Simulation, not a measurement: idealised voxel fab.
Documented hereafter: the process module known as voxel self aligned vias.
Cross-section cut spans 185 nm and uses square cells 5 nm in size.
Throughout this document, each cross-section is represented as a grid of square cells and is presented as a sequence of bands enumerated from the top downward, where a band comprises one or more rows of cells.
It is stipulated that each band's entry specify, in nanometres, the height of the top of the band and then that of its bottom, followed by the materials of the band in left-to-right sequence, each together with its width in nanometres. A single material marked by the word "throughout" is understood to fill the band from edge to edge; the word "air" is understood to denote empty space.
A quick word on heights: they are counted from 0, and under that level the wafer as it came to us is one material throughout. The lowest band is different from the rest in having no bottom; it simply continues downward, written as in "0 -> down".
Width "30 to 40": first value at the band's top row of cells, second value at its bottom row, equal change from row to row.
The designation "remained unchanged", where it is given for a processing step, indicates that no cell of the cross-section was altered in the course of that step.
The list in "Internal closed voids" covers empty spaces of 8 cells or more that cannot reach the top through any open way, and it gives each as width x height at distance; the distance is from the left edge, and width, height and distance are in nm.
Past the settings on a step's line: simulator remark, on that step.
"overlay nm" on a masked step: distance the mask lay right of its planned place, negative for left.
This section lists the process steps that were planned:
1. RECEIVE, material Si
2. CONFORMAL_DEP, material SiO2, thk nm 10
3. CONFORMAL_DEP, material SiCN, thk nm 5
4. DIRECTIONAL_DEP, material SiO2, thk nm 30
5. PATTERN, tone open, mask id LINES, material resist, width nm 20, pitch nm 55, thk nm 15, overlay nm 0
6. DIRECTIONAL_ETCH, etch materials SiO2, depth nm 30
7. STRIP, etch materials resist
8. CONFORMAL_DEP, material TiN, thk nm 5
9. FILL_DEP, material Ru, thk nm 10
10. CMP, height nm 45
11. SELECTIVE_ETCH, etch materials W Ru TiN, depth nm 5
12. FILL_DEP, material SiN, thk nm 10
13. CMP, height nm 45
14. DIRECTIONAL_DEP, material SiO2, thk nm 15
15. PATTERN, tone open, mask id VIAS, material resist, width nm 30, pitch nm 55, thk nm 20, overlay nm 0
16. DIRECTIONAL_ETCH, etch materials SiO2, depth nm 15
17. DIRECTIONAL_ETCH, etch materials SiN, depth nm 5
18. STRIP, etch materials resist
19. CONFORMAL_DEP, material TiN, thk nm 5
20. FILL_DEP, material Cu, thk nm 10
21. CMP, height nm 60
22. CONFORMAL_DEP, material SiN, thk nm 5
This is the cross-section of the wafer as we received it, i.e. after step 1:
  0 -> down = Si throughout
  Internal closed voids: none
Same starting wafer, same plan as above, one mistake in the execution; this is the cross-section at the end of the module:
  65 -> 60 = SiN throughout
  60 -> 50 = 55 SiO2 / 5 TiN / 15 Cu / 5 TiN / 30 SiO2 / 5 TiN / 15 Cu / 5 TiN / 50 SiO2
  50 -> 45 = 55 SiO2 / 5 TiN / 10 Cu / 10 TiN / 30 SiO2 / 5 TiN / 10 Cu / 10 TiN / 50 SiO2
  45 -> 40 = 55 SiO2 / 20 TiN / 35 SiO2 / 20 TiN / 55 SiO2
  40 -> 20 = 55 SiO2 / 5 TiN / 10 Ru / 5 TiN / 35 SiO2 / 5 TiN / 10 Ru / 5 TiN / 55 SiO2
  20 -> 15 = 55 SiO2 / 20 TiN / 35 SiO2 / 20 TiN / 55 SiO2
  15 -> 10 = SiCN throughout
  10 -> 0 = SiO2 throughout
  0 -> down = Si throughout
  Internal closed voids: none
What broke from the plan during processing? so step 15 ended up running with a different setting than we planned, it ran as PATTERN, tone open, mask id VIAS, material resist, width nm 25, pitch nm 55, thk nm 20, overlay nm 0
